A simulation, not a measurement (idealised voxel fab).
The name of this process module is voxel self aligned vias.
cross-section cut | 180 nm wide | cells 5 nm
In this document a cross-section is written as a grid of square cells. It is given as a series of bands, listed from the top down, and a band is one or more rows of cells. It is stipulated that each band's entry specify, in nanometres, the height of the top of the band and then that of its bottom, followed by the materials of the band in left-to-right sequence, each together with its width in nanometres. A single material marked by the word "full width" is understood to fill the band from edge to edge; the word "air" is understood to denote empty space. Basically, 0 is our baseline, since under it the wafer straight out of the box is all one material. The bottom band has no lower end and keeps on going down, so it looks like "0 -> down". With a width like "30 to 40", each row of cells in the band differs from the next by the same amount, the top row carrying the first number and the bottom row the second. Where a step carries "identical to before", the cross-section came out of it unchanged, cell for cell. Heads up: "Entrapped void list" only lists the empty pockets with no open path to the top that are 8 cells or more, and it writes them as width x height at distance, distance from the left edge, in nm. Anything after a step's settings on that line? It's the simulator's own note about the step. overlay nm, on a step with a mask: how far to the right of its planned place the mask lay; to the left if negative. Before/after cross-section pairs, one process step each; after shown to lowest changed band; step and settings beneath. Pairs may be from different runs of this module on the same starting wafer; a pair continues from the one above only where its "Pre-step" entry says so.

-- Pre-step
> 0 -> down | Si full width
> Entrapped void list: none

-- Sectional Result
> 10 -> 0 | SiO2 full width
> Unchanged below 0.
> Entrapped void list: none
The process step separating the two cross-sections depicted above is as follows: CONFORMAL_DEP (material SiO2; thk nm 10)

Pre-step: the state before this step is the cross-section shown after the step in the pair just above.

-- Sectional Result
> 15 -> 10 | SiCN full width
> Unchanged below 10.
> Entrapped void list: none
The process step separating the two cross-sections depicted above is as follows: CONFORMAL_DEP (material SiCN; thk nm 5)

Pre-step: the state before this step is the cross-section shown after the step in the pair just above.

-- Sectional Result
> 35 -> 15 | lowk full width
> Unchanged below 15.
> Entrapped void list: none
The process step separating the two cross-sections depicted above is as follows: DIRECTIONAL_DEP (material lowk; thk nm 20)

Pre-step: the state before this step is the cross-section shown after the step in the pair just above.

-- Sectional Result
> 35 -> 15 | lowk=45, then air=25, then lowk=40, then air=25, then lowk=45
> Unchanged below 15.
> Entrapped void list: none
The process step separating the two cross-sections depicted above is as follows: MASKED_ETCH (tone open; mask id LINES; width nm 25; pitch nm 65; etch materials lowk; depth nm 20; overlay nm 0)

Pre-step: the state before this step is the cross-section shown after the step in the pair just above.

-- Sectional Result
> 40 -> 35 | TiN=50, then air=15, then TiN=50, then air=15, then TiN=50
> 35 -> 20 | lowk=45, then TiN=5, then air=15, then TiN=5, then lowk=40, then TiN=5, then air=15, then TiN=5, then lowk=45
> 20 -> 15 | lowk=45, then TiN=25, then lowk=40, then TiN=25, then lowk=45
> Unchanged below 15.
> Entrapped void list: none
The process step separating the two cross-sections depicted above is as follows: CONFORMAL_DEP (material TiN; thk nm 5)

Pre-step: the state before this step is the cross-section shown after the step in the pair just above.

-- Sectional Result
> 45 -> 40 | W full width
> 40 -> 35 | TiN=50, then W=15, then TiN=50, then W=15, then TiN=50
> 35 -> 20 | lowk=45, then TiN=5, then W=15, then TiN=5, then lowk=40, then TiN=5, then W=15, then TiN=5, then lowk=45
> Unchanged below 20.
> Entrapped void list: none
The process step separating the two cross-sections depicted above is as follows: FILL_DEP (material W; thk nm 5)

Pre-step: the state before this step is the cross-section shown after the step in the pair just above.

-- Sectional Result
> 35 -> 20 | lowk=45, then TiN=5, then W=15, then TiN=5, then lowk=40, then TiN=5, then W=15, then TiN=5, then lowk=45
> Unchanged below 20.
> Entrapped void list: none
The process step separating the two cross-sections depicted above is as follows: CMP (height nm 35)

Pre-step: the state before this step is the cross-section shown after the step in the pair just above.

-- Sectional Result
> 35 -> 25 | lowk=45, then air=25, then lowk=40, then air=25, then lowk=45
> Unchanged below 25.
> Entrapped void list: none
The process step separating the two cross-sections depicted above is as follows: SELECTIVE_ETCH (etch materials W Ru TiN; depth nm 10)

Pre-step: the state before this step is the cross-section shown after the step in the pair just above.

-- Sectional Result
> 40 -> 35 | SiN full width
> 35 -> 25 | lowk=45, then SiN=25, then lowk=40, then SiN=25, then lowk=45
> Unchanged below 25.
> Entrapped void list: none
The process step separating the two cross-sections depicted above is as follows: FILL_DEP (material SiN; thk nm 5)

Pre-step: the state before this step is the cross-section shown after the step in the pair just above.

-- Sectional Result
> 35 -> 25 | lowk=45, then SiN=25, then lowk=40, then SiN=25, then lowk=45
> Unchanged below 25.
> Entrapped void list: none
The process step separating the two cross-sections depicted above is as follows: CMP (height nm 35)

Pre-step: the state before this step is the cross-section shown after the step in the pair just above.

-- Sectional Result
> 50 -> 35 | lowk full width
> Unchanged below 35.
> Entrapped void list: none
The process step separating the two cross-sections depicted above is as follows: DIRECTIONAL_DEP (material lowk; thk nm 15)

Pre-step: the state before this step is the cross-section shown after the step in the pair just above.

-- Sectional Result
> 50 -> 35 | lowk=40, then air=35, then lowk=105
> Unchanged below 35.
> Entrapped void list: none
The process step separating the two cross-sections depicted above is as follows: MASKED_ETCH (tone open; mask id VIAS; width nm 35; etch materials lowk; depth nm 15; overlay nm 0)

Pre-step: the state before this step is the cross-section shown after the step in the pair just above.

-- Sectional Result
> 50 -> 35 | lowk=40, then air=35, then lowk=105
> 35 -> 25 | lowk=45, then air=25, then lowk=40, then SiN=25, then lowk=45
> Unchanged below 25.
> Entrapped void list: none
The process step separating the two cross-sections depicted above is as follows: MASKED_ETCH (tone open; mask id VIAS; width nm 35; etch materials SiN; depth nm 10; overlay nm 0)

Pre-step: the state before this step is the cross-section shown after the step in the pair just above.

-- Sectional Result
> 55 -> 50 | TiN=45, then air=25, then TiN=110
> 50 -> 40 | lowk=40, then TiN=5, then air=25, then TiN=5, then lowk=105
> 40 -> 35 | lowk=40, then TiN=10, then air=15, then TiN=10, then lowk=105
> 35 -> 30 | lowk=45, then TiN=5, then air=15, then TiN=5, then lowk=40, then SiN=25, then lowk=45
> 30 -> 25 | lowk=45, then TiN=25, then lowk=40, then SiN=25, then lowk=45
> Unchanged below 25.
> Entrapped void list: none
The process step separating the two cross-sections depicted above is as follows: CONFORMAL_DEP (material TiN; thk nm 5)

Pre-step: the state before this step is the cross-section shown after the step in the pair just above.

-- Sectional Result
> 60 -> 55 | W full width
> 55 -> 50 | TiN=45, then W=25, then TiN=110
> 50 -> 40 | lowk=40, then TiN=5, then W=25, then TiN=5, then lowk=105
> 40 -> 35 | lowk=40, then TiN=10, then W=15, then TiN=10, then lowk=105
> 35 -> 30 | lowk=45, then TiN=5, then W=15, then TiN=5, then lowk=40, then SiN=25, then lowk=45
> Unchanged below 30.
> Entrapped void list: none
The process step separating the two cross-sections depicted above is as follows: FILL_DEP (material W; thk nm 5)

Pre-step: the state before this step is the cross-section shown after the step in the pair just above.

-- Sectional Result
> 50 -> 40 | lowk=40, then TiN=5, then W=25, then TiN=5, then lowk=105
> Unchanged below 40.
> Entrapped void list: none
The process step separating the two cross-sections depicted above is as follows: CMP (height nm 50)

Pre-step: the state before this step is the cross-section shown after the step in the pair just above.

-- Sectional Result
> 55 -> 50 | SiN full width
> Unchanged below 50.
> Entrapped void list: none
The process step separating the two cross-sections depicted above is as follows: CONFORMAL_DEP (material SiN; thk nm 5)

-- Pre-step
> 10 -> 0 | SiO2 full width
> 0 -> down | Si full width
> Entrapped void list: none

-- Sectional Result
> 30 -> 10 | lowk full width
> Unchanged below 10.
> Entrapped void list: none
The process step separating the two cross-sections depicted above is as follows: DIRECTIONAL_DEP (material lowk; thk nm 20)

Pre-step: the state before this step is the cross-section shown after the step in the pair just above.

-- Sectional Result
> 30 -> 10 | lowk=45, then air=25, then lowk=40, then air=25, then lowk=45
> Unchanged below 10.
> Entrapped void list: none
The process step separating the two cross-sections depicted above is as follows: MASKED_ETCH (tone open; mask id LINES; width nm 25; pitch nm 65; etch materials lowk; depth nm 20; overlay nm 0)

Pre-step: the state before this step is the cross-section shown after the step in the pair just above.

-- Sectional Result
> 35 -> 30 | TiN=50, then air=15, then TiN=50, then air=15, then TiN=50
> 30 -> 15 | lowk=45, then TiN=5, then air=15, then TiN=5, then lowk=40, then TiN=5, then air=15, then TiN=5, then lowk=45
> 15 -> 10 | lowk=45, then TiN=25, then lowk=40, then TiN=25, then lowk=45
> Unchanged below 10.
> Entrapped void list: none
The process step separating the two cross-sections depicted above is as follows: CONFORMAL_DEP (material TiN; thk nm 5)

Pre-step: the state before this step is the cross-section shown after the step in the pair just above.

-- Sectional Result
> 40 -> 35 | W full width
> 35 -> 30 | TiN=50, then W=15, then TiN=50, then W=15, then TiN=50
> 30 -> 15 | lowk=45, then TiN=5, then W=15, then TiN=5, then lowk=40, then TiN=5, then W=15, then TiN=5, then lowk=45
> Unchanged below 15.
> Entrapped void list: none
The process step separating the two cross-sections depicted above is as follows: FILL_DEP (material W; thk nm 5)

Pre-step: the state before this step is the cross-section shown after the step in the pair just above.

-- Sectional Result
> 35 -> 30 | TiN=50, then W=15, then TiN=50, then W=15, then TiN=50
> Unchanged below 30.
> Entrapped void list: none
The process step separating the two cross-sections depicted above is as follows: CMP (height nm 35)

Pre-step: the state before this step is the cross-section shown after the step in the pair just above.

-- Sectional Result
> 30 -> 25 | lowk=45, then air=25, then lowk=40, then air=25, then lowk=45
> Unchanged below 25.
> Entrapped void list: none
The process step separating the two cross-sections depicted above is as follows: SELECTIVE_ETCH (etch materials W Ru TiN; depth nm 10)

Pre-step: the state before this step is the cross-section shown after the step in the pair just above.

-- Sectional Result
> 35 -> 30 | SiN full width
> 30 -> 25 | lowk=45, then SiN=25, then lowk=40, then SiN=25, then lowk=45
> Unchanged below 25.
> Entrapped void list: none
The process step separating the two cross-sections depicted above is as follows: FILL_DEP (material SiN; thk nm 5)

Pre-step: the state before this step is the cross-section shown after the step in the pair just above.

-- Sectional Result
> 50 -> 35 | lowk full width
> Unchanged below 35.
> Entrapped void list: none
The process step separating the two cross-sections depicted above is as follows: DIRECTIONAL_DEP (material lowk; thk nm 15)

Pre-step: the state before this step is the cross-section shown after the step in the pair just above.

-- Sectional Result
> 50 -> 35 | lowk=40, then air=35, then lowk=105
> Unchanged below 35.
> Entrapped void list: none
The process step separating the two cross-sections depicted above is as follows: MASKED_ETCH (tone open; mask id VIAS; width nm 35; etch materials lowk; depth nm 15; overlay nm 0)

Pre-step: the state before this step is the cross-section shown after the step in the pair just above.

-- Sectional Result
> 50 -> 35 | lowk=40, then air=35, then lowk=105
> 35 -> 30 | SiN=40, then air=35, then SiN=105
> 30 -> 25 | lowk=45, then air=25, then lowk=40, then SiN=25, then lowk=45
> Unchanged below 25.
> Entrapped void list: none
The process step separating the two cross-sections depicted above is as follows: MASKED_ETCH (tone open; mask id VIAS; width nm 35; etch materials SiN; depth nm 10; overlay nm 0)

Pre-step: the state before this step is the cross-section shown after the step in the pair just above.

-- Sectional Result
> 55 -> 50 | TiN=45, then air=25, then TiN=110
> 50 -> 35 | lowk=40, then TiN=5, then air=25, then TiN=5, then lowk=105
> 35 -> 30 | SiN=40, then TiN=10, then air=15, then TiN=10, then SiN=105
> 30 -> 25 | lowk=45, then TiN=25, then lowk=40, then SiN=25, then lowk=45
> Unchanged below 25.
> Entrapped void list: none
The process step separating the two cross-sections depicted above is as follows: CONFORMAL_DEP (material TiN; thk nm 5)

Pre-step: the state before this step is the cross-section shown after the step in the pair just above.

-- Sectional Result
> 60 -> 55 | W full width
> 55 -> 50 | TiN=45, then W=25, then TiN=110
> 50 -> 35 | lowk=40, then TiN=5, then W=25, then TiN=5, then lowk=105
> 35 -> 30 | SiN=40, then TiN=10, then W=15, then TiN=10, then SiN=105
> Unchanged below 30.
> Entrapped void list: none
The process step separating the two cross-sections depicted above is as follows: FILL_DEP (material W; thk nm 5)

Pre-step: the state before this step is the cross-section shown after the step in the pair just above.

-- Sectional Result
> 50 -> 35 | lowk=40, then TiN=5, then W=25, then TiN=5, then lowk=105
> Unchanged below 35.
> Entrapped void list: none
The process step separating the two cross-sections depicted above is as follows: CMP (height nm 50)

Pre-step: the state before this step is the cross-section shown after the step in the pair just above.

-- Sectional Result
> 55 -> 50 | SiN full width
> Unchanged below 50.
> Entrapped void list: none
The process step separating the two cross-sections depicted above is as follows: CONFORMAL_DEP (material SiN; thk nm 5)

-- Pre-step
> 50 -> 35 | lowk=40, then air=35, then lowk=105
> 35 -> 25 | lowk=45, then SiN=25, then lowk=40, then SiN=25, then lowk=45
> 25 -> 20 | lowk=45, then TiN=5, then W=15, then TiN=5, then lowk=40, then TiN=5, then W=15, then TiN=5, then lowk=45
> 20 -> 15 | lowk=45, then TiN=25, then lowk=40, then TiN=25, then lowk=45
> 15 -> 10 | SiCN full width
> 10 -> 0 | SiO2 full width
> 0 -> down | Si full width
> Entrapped void list: none

-- Sectional Result
> 50 -> 35 | lowk=40, then air=35, then lowk=105
> 35 -> 25 | lowk=40, then air=5, then SiN=25, then air=5, then lowk=35, then SiN=25, then lowk=45
> 25 -> 20 | lowk=40, then air=5, then TiN=5, then W=15, then TiN=5, then air=5, then lowk=35, then TiN=5, then W=15, then TiN=5, then lowk=45
> Unchanged below 20.
> Entrapped void list: none
The process step separating the two cross-sections depicted above is as follows: MASKED_ETCH (tone open; mask id VIAS; width nm 35; etch materials lowk; depth nm 15; overlay nm 0)

Pre-step: the state before this step is the cross-section shown after the step in the pair just above.

-- Sectional Result
> 50 -> 35 | lowk=40, then air=35, then lowk=105
> 35 -> 25 | lowk=40, then air=35, then lowk=35, then SiN=25, then lowk=45
> Unchanged below 25.
> Entrapped void list: none
The process step separating the two cross-sections depicted above is as follows: MASKED_ETCH (tone open; mask id VIAS; width nm 35; etch materials SiN; depth nm 10; overlay nm 0)

Pre-step: the state before this step is the cross-section shown after the step in the pair just above.

-- Sectional Result
> 55 -> 50 | TiN=45, then air=25, then TiN=110
> 50 -> 35 | lowk=40, then TiN=5, then air=25, then TiN=5, then lowk=105
> 35 -> 30 | lowk=40, then TiN=5, then air=25, then TiN=5, then lowk=35, then SiN=25, then lowk=45
> 30 -> 25 | lowk=40, then TiN=35, then lowk=35, then SiN=25, then lowk=45
> 25 -> 20 | lowk=40, then TiN=10, then W=15, then TiN=10, then lowk=35, then TiN=5, then W=15, then TiN=5, then lowk=45
> Unchanged below 20.
> Entrapped void list: none
The process step separating the two cross-sections depicted above is as follows: CONFORMAL_DEP (material TiN; thk nm 5)

Pre-step: the state before this step is the cross-section shown after the step in the pair just above.

-- Sectional Result
> 60 -> 55 | W full width
> 55 -> 50 | TiN=45, then W=25, then TiN=110
> 50 -> 35 | lowk=40, then TiN=5, then W=25, then TiN=5, then lowk=105
> 35 -> 30 | lowk=40, then TiN=5, then W=25, then TiN=5, then lowk=35, then SiN=25, then lowk=45
> Unchanged below 30.
> Entrapped void list: none
The process step separating the two cross-sections depicted above is as follows: FILL_DEP (material W; thk nm 5)

Pre-step: the state before this step is the cross-section shown after the step in the pair just above.

-- Sectional Result
> 50 -> 35 | lowk=40, then TiN=5, then W=25, then TiN=5, then lowk=105
> Unchanged below 35.
> Entrapped void list: none
The process step separating the two cross-sections depicted above is as follows: CMP (height nm 50)

Pre-step: the state before this step is the cross-section shown after the step in the pair just above.

-- Sectional Result
> 55 -> 50 | SiN full width
> Unchanged below 50.
> Entrapped void list: none
The process step separating the two cross-sections depicted above is as follows: CONFORMAL_DEP (material SiN; thk nm 5)

-- Pre-step
> 35 -> 25 | lowk=45, then SiN=25, then lowk=40, then SiN=25, then lowk=45
> 25 -> 20 | lowk=45, then TiN=5, then W=15, then TiN=5, then lowk=40, then TiN=5, then W=15, then TiN=5, then lowk=45
> 20 -> 15 | lowk=45, then TiN=25, then lowk=40, then TiN=25, then lowk=45
> 15 -> 10 | SiCN full width
> 10 -> 0 | SiO2 full width
> 0 -> down | Si full width
> Entrapped void list: none

-- Sectional Result
> 35 -> 25 | lowk=40, then air=5, then SiN=25, then air=5, then lowk=35, then SiN=25, then lowk=45
> 25 -> 20 | lowk=40, then air=5, then TiN=5, then W=15, then TiN=5, then air=5, then lowk=35, then TiN=5, then W=15, then TiN=5, then lowk=45
> Unchanged below 20.
> Entrapped void list: none
The process step separating the two cross-sections depicted above is as follows: MASKED_ETCH (tone open; mask id VIAS; width nm 35; etch materials lowk; depth nm 15; overlay nm 0)

Pre-step: the state before this step is the cross-section shown after the step in the pair just above.

-- Sectional Result
> 50 -> 35 | lowk=40, then air=5, then lowk=25, then air=5, then lowk=105
> 35 -> 25 | lowk=45, then SiN=25, then lowk=40, then SiN=25, then lowk=45
> 25 -> 20 | lowk=45, then TiN=5, then W=15, then TiN=5, then lowk=40, then TiN=5, then W=15, then TiN=5, then lowk=45
> Unchanged below 20.
> Entrapped void list: none
The process step separating the two cross-sections depicted above is as follows: DIRECTIONAL_DEP (material lowk; thk nm 15)

Pre-step: the state before this step is the cross-section shown after the step in the pair just above.

-- Sectional Result
> 55 -> 50 | TiN full width
> 50 -> 35 | lowk=40, then TiN=5, then lowk=25, then TiN=5, then lowk=105
> Unchanged below 35.
> Entrapped void list: none
The process step separating the two cross-sections depicted above is as follows: CONFORMAL_DEP (material TiN; thk nm 5)

Pre-step: the state before this step is the cross-section shown after the step in the pair just above.

-- Sectional Result
> 60 -> 55 | W full width
> Unchanged below 55.
> Entrapped void list: none
The process step separating the two cross-sections depicted above is as follows: FILL_DEP (material W; thk nm 5)

Pre-step: the state before this step is the cross-section shown after the step in the pair just above.

-- Sectional Result
> 50 -> 35 | lowk=40, then TiN=5, then lowk=25, then TiN=5, then lowk=105
> Unchanged below 35.
> Entrapped void list: none
The process step separating the two cross-sections depicted above is as follows: CMP (height nm 50)

Pre-step: the state before this step is the cross-section shown after the step in the pair just above.

-- Sectional Result
> 55 -> 50 | SiN full width
> Unchanged below 50.
> Entrapped void list: none
The process step separating the two cross-sections depicted above is as follows: CONFORMAL_DEP (material SiN; thk nm 5)

-- Pre-step
> 50 -> 35 | lowk full width
> 35 -> 25 | lowk=45, then SiN=25, then lowk=40, then SiN=25, then lowk=45
> 25 -> 20 | lowk=45, then TiN=5, then W=15, then TiN=5, then lowk=40, then TiN=5, then W=15, then TiN=5, then lowk=45
> 20 -> 15 | lowk=45, then TiN=25, then lowk=40, then TiN=25, then lowk=45
> 15 -> 10 | SiCN full width
> 10 -> 0 | SiO2 full width
> 0 -> down | Si full width
> Entrapped void list: none

-- Sectional Result
> 50 -> 35 | lowk=40, then air=35, then lowk=105
> 35 -> 30 | lowk=40, then air=5, then SiN=25, then air=5, then lowk=35, then SiN=25, then lowk=45
> Unchanged below 30.
> Entrapped void list: none
The process step separating the two cross-sections depicted above is as follows: MASKED_ETCH (tone open; mask id VIAS; width nm 35; etch materials lowk; depth nm 20; overlay nm 0)

Pre-step: the state before this step is the cross-section shown after the step in the pair just above.

-- Sectional Result
> 50 -> 35 | lowk=40, then air=35, then lowk=105
> 35 -> 25 | lowk=40 to 45, then air=35 to 25, then lowk=35 to 40, then SiN=25, then lowk=45
> Unchanged below 25.
> Entrapped void list: none
The process step separating the two cross-sections depicted above is as follows: MASKED_ETCH (tone open; mask id VIAS; width nm 35; etch materials SiN; depth nm 10; overlay nm 0)

Pre-step: the state before this step is the cross-section shown after the step in the pair just above.

-- Sectional Result
> 55 -> 50 | TiN=45, then air=25, then TiN=110
> 50 -> 35 | lowk=40, then TiN=5, then air=25, then TiN=5, then lowk=105
> 35 -> 30 | lowk=40, then TiN=10, then air=15, then TiN=10, then lowk=35, then SiN=25, then lowk=45
> 30 -> 25 | lowk=45, then TiN=25, then lowk=40, then SiN=25, then lowk=45
> Unchanged below 25.
> Entrapped void list: none
The process step separating the two cross-sections depicted above is as follows: CONFORMAL_DEP (material TiN; thk nm 5)

Pre-step: the state before this step is the cross-section shown after the step in the pair just above.

-- Sectional Result
> 60 -> 55 | W full width
> 55 -> 50 | TiN=45, then W=25, then TiN=110
> 50 -> 35 | lowk=40, then TiN=5, then W=25, then TiN=5, then lowk=105
> 35 -> 30 | lowk=40, then TiN=10, then W=15, then TiN=10, then lowk=35, then SiN=25, then lowk=45
> Unchanged below 30.
> Entrapped void list: none
The process step separating the two cross-sections depicted above is as follows: FILL_DEP (material W; thk nm 5)

Pre-step: the state before this step is the cross-section shown after the step in the pair just above.

-- Sectional Result
> 50 -> 35 | lowk=40, then TiN=5, then W=25, then TiN=5, then lowk=105
> Unchanged below 35.
> Entrapped void list: none
The process step separating the two cross-sections depicted above is as follows: CMP (height nm 50)

Pre-step: the state before this step is the cross-section shown after the step in the pair just above.

-- Sectional Result
> 55 -> 50 | SiN full width
> Unchanged below 50.
> Entrapped void list: none
The process step separating the two cross-sections depicted above is as follows: CONFORMAL_DEP (material SiN; thk nm 5)

-- Pre-step
> 35 -> 15 | lowk full width
> 15 -> 10 | SiCN full width
> 10 -> 0 | SiO2 full width
> 0 -> down | Si full width
> Entrapped void list: none

-- Sectional Result
> 35 -> 15 | lowk=40, then air=35, then lowk=30, then air=35, then lowk=40
> Unchanged below 15.
> Entrapped void list: none
The process step separating the two cross-sections depicted above is as follows: MASKED_ETCH (tone open; mask id LINES; width nm 35; pitch nm 65; etch materials lowk; depth nm 20; overlay nm 0)

Pre-step: the state before this step is the cross-section shown after the step in the pair just above.

-- Sectional Result
> 40 -> 35 | TiN=45, then air=25, then TiN=40, then air=25, then TiN=45
> 35 -> 20 | lowk=40, then TiN=5, then air=25, then TiN=5, then lowk=30, then TiN=5, then air=25, then TiN=5, then lowk=40
> 20 -> 15 | lowk=40, then TiN=35, then lowk=30, then TiN=35, then lowk=40
> Unchanged below 15.
> Entrapped void list: none
The process step separating the two cross-sections depicted above is as follows: CONFORMAL_DEP (material TiN; thk nm 5)

Pre-step: the state before this step is the cross-section shown after the step in the pair just above.

-- Sectional Result
> 45 -> 40 | W full width
> 40 -> 35 | TiN=45, then W=25, then TiN=40, then W=25, then TiN=45
> 35 -> 20 | lowk=40, then TiN=5, then W=25, then TiN=5, then lowk=30, then TiN=5, then W=25, then TiN=5, then lowk=40
> Unchanged below 20.
> Entrapped void list: none
The process step separating the two cross-sections depicted above is as follows: FILL_DEP (material W; thk nm 5)

Pre-step: the state before this step is the cross-section shown after the step in the pair just above.

-- Sectional Result
> 35 -> 20 | lowk=40, then TiN=5, then W=25, then TiN=5, then lowk=30, then TiN=5, then W=25, then TiN=5, then lowk=40
> Unchanged below 20.
> Entrapped void list: none
The process step separating the two cross-sections depicted above is as follows: CMP (height nm 35)

Pre-step: the state before this step is the cross-section shown after the step in the pair just above.

-- Sectional Result
> 35 -> 25 | lowk=40, then air=35, then lowk=30, then air=35, then lowk=40
> Unchanged below 25.
> Entrapped void list: none
The process step separating the two cross-sections depicted above is as follows: SELECTIVE_ETCH (etch materials W Ru TiN; depth nm 10)

Pre-step: the state before this step is the cross-section shown after the step in the pair just above.

-- Sectional Result
> 40 -> 35 | SiN full width
> 35 -> 25 | lowk=40, then SiN=35, then lowk=30, then SiN=35, then lowk=40
> Unchanged below 25.
> Entrapped void list: none
The process step separating the two cross-sections depicted above is as follows: FILL_DEP (material SiN; thk nm 5)

Pre-step: the state before this step is the cross-section shown after the step in the pair just above.

-- Sectional Result
> 35 -> 25 | lowk=40, then SiN=35, then lowk=30, then SiN=35, then lowk=40
> Unchanged below 25.
> Entrapped void list: none
The process step separating the two cross-sections depicted above is as follows: CMP (height nm 35)

Pre-step: the state before this step is the cross-section shown after the step in the pair just above.

-- Sectional Result
> 50 -> 35 | lowk full width
> Unchanged below 35.
> Entrapped void list: none
The process step separating the two cross-sections depicted above is as follows: DIRECTIONAL_DEP (material lowk; thk nm 15)

Pre-step: the state before this step is the cross-section shown after the step in the pair just above.

-- Sectional Result
> 50 -> 35 | lowk=40, then air=35, then lowk=105
> Unchanged below 35.
> Entrapped void list: none
The process step separating the two cross-sections depicted above is as follows: MASKED_ETCH (tone open; mask id VIAS; width nm 35; etch materials lowk; depth nm 15; overlay nm 0)

Pre-step: the state before this step is the cross-section shown after the step in the pair just above.

-- Sectional Result
> 50 -> 35 | lowk=40, then air=35, then lowk=105
> 35 -> 25 | lowk=40, then air=35, then lowk=30, then SiN=35, then lowk=40
> Unchanged below 25.
> Entrapped void list: none
The process step separating the two cross-sections depicted above is as follows: MASKED_ETCH (tone open; mask id VIAS; width nm 35; etch materials SiN; depth nm 10; overlay nm 0)

Pre-step: the state before this step is the cross-section shown after the step in the pair just above.

-- Sectional Result
> 55 -> 50 | TiN=45, then air=25, then TiN=110
> 50 -> 35 | lowk=40, then TiN=5, then air=25, then TiN=5, then lowk=105
> 35 -> 30 | lowk=40, then TiN=5, then air=25, then TiN=5, then lowk=30, then SiN=35, then lowk=40
> 30 -> 25 | lowk=40, then TiN=35, then lowk=30, then SiN=35, then lowk=40
> Unchanged below 25.
> Entrapped void list: none
The process step separating the two cross-sections depicted above is as follows: CONFORMAL_DEP (material TiN; thk nm 5)

Pre-step: the state before this step is the cross-section shown after the step in the pair just above.

-- Sectional Result
> 60 -> 55 | W full width
> 55 -> 50 | TiN=45, then W=25, then TiN=110
> 50 -> 35 | lowk=40, then TiN=5, then W=25, then TiN=5, then lowk=105
> 35 -> 30 | lowk=40, then TiN=5, then W=25, then TiN=5, then lowk=30, then SiN=35, then lowk=40
> Unchanged below 30.
> Entrapped void list: none
The process step separating the two cross-sections depicted above is as follows: FILL_DEP (material W; thk nm 5)

Pre-step: the state before this step is the cross-section shown after the step in the pair just above.

-- Sectional Result
> 50 -> 35 | lowk=40, then TiN=5, then W=25, then TiN=5, then lowk=105
> Unchanged below 35.
> Entrapped void list: none
The process step separating the two cross-sections depicted above is as follows: CMP (height nm 50)

Pre-step: the state before this step is the cross-section shown after the step in the pair just above.

-- Sectional Result
> 55 -> 50 | SiN full width
> Unchanged below 50.
> Entrapped void list: none
The process step separating the two cross-sections depicted above is as follows: CONFORMAL_DEP (material SiN; thk nm 5)

-- Pre-step
> 50 -> 35 | lowk full width
> 35 -> 25 | lowk=45, then SiN=25, then lowk=40, then SiN=25, then lowk=45
> 25 -> 20 | lowk=45, then TiN=5, then W=15, then TiN=5, then lowk=40, then TiN=5, then W=15, then TiN=5, then lowk=45
> 20 -> 15 | lowk=45, then TiN=25, then lowk=40, then TiN=25, then lowk=45
> 15 -> 10 | SiCN full width
> 10 -> 0 | SiO2 full width
> 0 -> down | Si full width
> Entrapped void list: none

-- Sectional Result
> 50 -> 35 | lowk=50, then air=35, then lowk=95
> Unchanged below 35.
> Entrapped void list: none
The process step separating the two cross-sections depicted above is as follows: MASKED_ETCH (tone open; mask id VIAS; width nm 35; etch materials lowk; depth nm 15; overlay nm 10)

Pre-step: the state before this step is the cross-section shown after the step in the pair just above.

-- Sectional Result
> 50 -> 35 | lowk=50, then air=35, then lowk=95
> 35 -> 25 | lowk=45, then SiN=5, then air=20, then lowk=40, then SiN=25, then lowk=45
> Unchanged below 25.
> Entrapped void list: none
The process step separating the two cross-sections depicted above is as follows: MASKED_ETCH (tone open; mask id VIAS; width nm 35; etch materials SiN; depth nm 10; overlay nm 0)

Pre-step: the state before this step is the cross-section shown after the step in the pair just above.

-- Sectional Result
> 55 -> 50 | TiN=55, then air=25, then TiN=100
> 50 -> 40 | lowk=50, then TiN=5, then air=25, then TiN=5, then lowk=95
> 40 -> 35 | lowk=50, then TiN=5, then air=10, then TiN=20, then lowk=95
> 35 -> 30 | lowk=45, then SiN=5, then TiN=5, then air=10, then TiN=5, then lowk=40, then SiN=25, then lowk=45
> 30 -> 25 | lowk=45, then SiN=5, then TiN=20, then lowk=40, then SiN=25, then lowk=45
> Unchanged below 25.
> Entrapped void list: none
The process step separating the two cross-sections depicted above is as follows: CONFORMAL_DEP (material TiN; thk nm 5)

Pre-step: the state before this step is the cross-section shown after the step in the pair just above.

-- Sectional Result
> 60 -> 55 | W full width
> 55 -> 50 | TiN=55, then W=25, then TiN=100
> 50 -> 40 | lowk=50, then TiN=5, then W=25, then TiN=5, then lowk=95
> 40 -> 35 | lowk=50, then TiN=5, then W=10, then TiN=20, then lowk=95
> 35 -> 30 | lowk=45, then SiN=5, then TiN=5, then W=10, then TiN=5, then lowk=40, then SiN=25, then lowk=45
> Unchanged below 30.
> Entrapped void list: none
The process step separating the two cross-sections depicted above is as follows: FILL_DEP (material W; thk nm 5)

Pre-step: the state before this step is the cross-section shown after the step in the pair just above.

-- Sectional Result
> 50 -> 40 | lowk=50, then TiN=5, then W=25, then TiN=5, then lowk=95
> Unchanged below 40.
> Entrapped void list: none
The process step separating the two cross-sections depicted above is as follows: CMP (height nm 50)

Pre-step: the state before this step is the cross-section shown after the step in the pair just above.

-- Sectional Result
> 55 -> 50 | SiN full width
> Unchanged below 50.
> Entrapped void list: none
The process step separating the two cross-sections depicted above is as follows: CONFORMAL_DEP (material SiN; thk nm 5)

-- Pre-step
> 0 -> down | Si full width
> Entrapped void list: none

-- Sectional Result
> 10 -> 0 | W full width
> Unchanged below 0.
> Entrapped void list: none
The process step separating the two cross-sections depicted above is as follows: CONFORMAL_DEP (material W; thk nm 10)

Pre-step: the state before this step is the cross-section shown after the step in the pair just above.

-- Sectional Result
> 15 -> 10 | SiCN full width
> Unchanged below 10.
> Entrapped void list: none
The process step separating the two cross-sections depicted above is as follows: CONFORMAL_DEP (material SiCN; thk nm 5)

Pre-step: the state before this step is the cross-section shown after the step in the pair just above.

-- Sectional Result
> 35 -> 15 | lowk full width
> Unchanged below 15.
> Entrapped void list: none
The process step separating the two cross-sections depicted above is as follows: DIRECTIONAL_DEP (material lowk; thk nm 20)

Pre-step: the state before this step is the cross-section shown after the step in the pair just above.

-- Sectional Result
> 35 -> 15 | lowk=45, then air=25, then lowk=40, then air=25, then lowk=45
> Unchanged below 15.
> Entrapped void list: none
The process step separating the two cross-sections depicted above is as follows: MASKED_ETCH (tone open; mask id LINES; width nm 25; pitch nm 65; etch materials lowk; depth nm 20; overlay nm 0)

Pre-step: the state before this step is the cross-section shown after the step in the pair just above.

-- Sectional Result
> 40 -> 35 | TiN=50, then air=15, then TiN=50, then air=15, then TiN=50
> 35 -> 20 | lowk=45, then TiN=5, then air=15, then TiN=5, then lowk=40, then TiN=5, then air=15, then TiN=5, then lowk=45
> 20 -> 15 | lowk=45, then TiN=25, then lowk=40, then TiN=25, then lowk=45
> Unchanged below 15.
> Entrapped void list: none
The process step separating the two cross-sections depicted above is as follows: CONFORMAL_DEP (material TiN; thk nm 5)
